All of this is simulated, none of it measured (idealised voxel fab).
Presented below is a process module, voxel local oxidation.
Cross-section cut: width 165 nm, square cells of 5 nm.
If you're reading a cross-section in this doc, picture square cells in a grid; it comes to you as bands, top ones listed first down to the bottom, and a band can be one or more rows of cells.
Basically the band line says how high the top is and how high the bottom is, in nm, and then what's in it from left to right, every material with its width in nm. Empty space shows up as "air", and if a single material carries "everywhere" it runs the full band edge to edge.
Height 0 is the level under which the wafer as received is all one material. The lowest band goes on downwards, as in "from 0 down".
Per-row width for "30->40": begins at first number (top row of band), ends at second number (bottom row), increment between rows held constant.
When a step is marked "remained unchanged", none of the cells in the cross-section changed during that step.
Closed empty spaces (no open way to the top) of 8 cells or more are what "Closed cavities" lists, each as width x height at distance from the left edge, nm for all three.
Post-settings text on a step line: simulator's own remark regarding the step.
The setting "overlay nm" may be written on the line of a step. When the step uses a mask, the value reports how far to the right of the planned place the mask lay, and a negative value reports that it lay to the left.
Process steps - plan:
step 1: RECEIVE with material Si
step 2: OXIDIZE with depth nm 5
step 3: CONFORMAL_DEP with material SiN, thk nm 15
step 4: PATTERN with tone cover, mask id ACTIVE, material resist, width nm 105, thk nm 15, overlay nm 0
step 5: DIRECTIONAL_ETCH with etch materials SiN, depth nm 15
step 6: STRIP with etch materials resist
step 7: SELECTIVE_ETCH with etch materials SiO2, depth nm 5
step 8: OXIDIZE with depth nm 15
step 9: STRIP with etch materials SiN
First of two wafers, with the run carried out as planned:
as received, after step 1:
	from 0 down  Si everywhere
	Closed cavities: none
Wafer xsec, post step 2:
	from 0 to -5  SiO2 everywhere
	Note: structure below -5 unchanged.
Wafer xsec, post step 3:
	from 15 to 0  SiN everywhere
	Note: structure below 0 unchanged.
Wafer xsec, post step 4:
	from 30 to 15  air=30; resist=105; air=30
	Note: structure below 15 unchanged.
Wafer xsec, post step 5:
	from 30 to 15  air=30; resist=105; air=30
	from 15 to 0  air=30; SiN=105; air=30
	Note: structure below 0 unchanged.
Wafer xsec, post step 6:
	from 15 to 0  air=30; SiN=105; air=30
	Note: structure below 0 unchanged.
Wafer xsec, post step 7:
	from 15 to 0  air=30; SiN=105; air=30
	from 0 to -5  air=35; SiO2=95; air=35
	Note: structure below -5 unchanged.
Wafer xsec, post step 8:
	from 15 to 0  air=30; SiN=105; air=30
	from 0 to -5  air=35; SiO2=95; air=35
	from -5 to -20  SiO2=50; Si=65; SiO2=50
	Note: structure below -20 unchanged.
Wafer xsec, post step 9:
	from 0 to -5  air=35; SiO2=95; air=35
	Note: structure below -5 unchanged.
What follows concerns the second wafer, which started out like the first and was meant to follow the very same plan; one mistake crept in when it was run, but everything up to and including step 2 is the same as for the first wafer:
Here is the second wafer in cross-section at the point where step 3 of the plan should have been done:
	from 15 to -5  SiO2 everywhere
	Note: structure below -5 unchanged.
Here is the second wafer in cross-section at the point where step 4 of the plan should have been done:
	from 30 to 15  air=30; resist=105; air=30
	Note: structure below 15 unchanged.
Here is the second wafer in cross-section at the point where step 5 of the plan should have been done: remained unchanged
Here is the second wafer in cross-section at the point where step 6 of the plan should have been done:
	from 15 to -5  SiO2 everywhere
	Note: structure below -5 unchanged.
Here is the second wafer in cross-section at the point where step 7 of the plan should have been done:
	from 10 to -5  SiO2 everywhere
	Note: structure below -5 unchanged.
Here is the second wafer in cross-section at the point where step 8 of the plan should have been done: remained unchanged
Here is the second wafer in cross-section at the point where step 9 of the plan should have been done: remained unchanged
What was the processing mistake? heads up, step 3 didn't go per plan, it actually ran as CONFORMAL_DEP with material SiO2, thk nm 15
End check, counted in cells, second wafer has more or fewer of these materials than the first: Si: 60 more; SiO2: 20 more
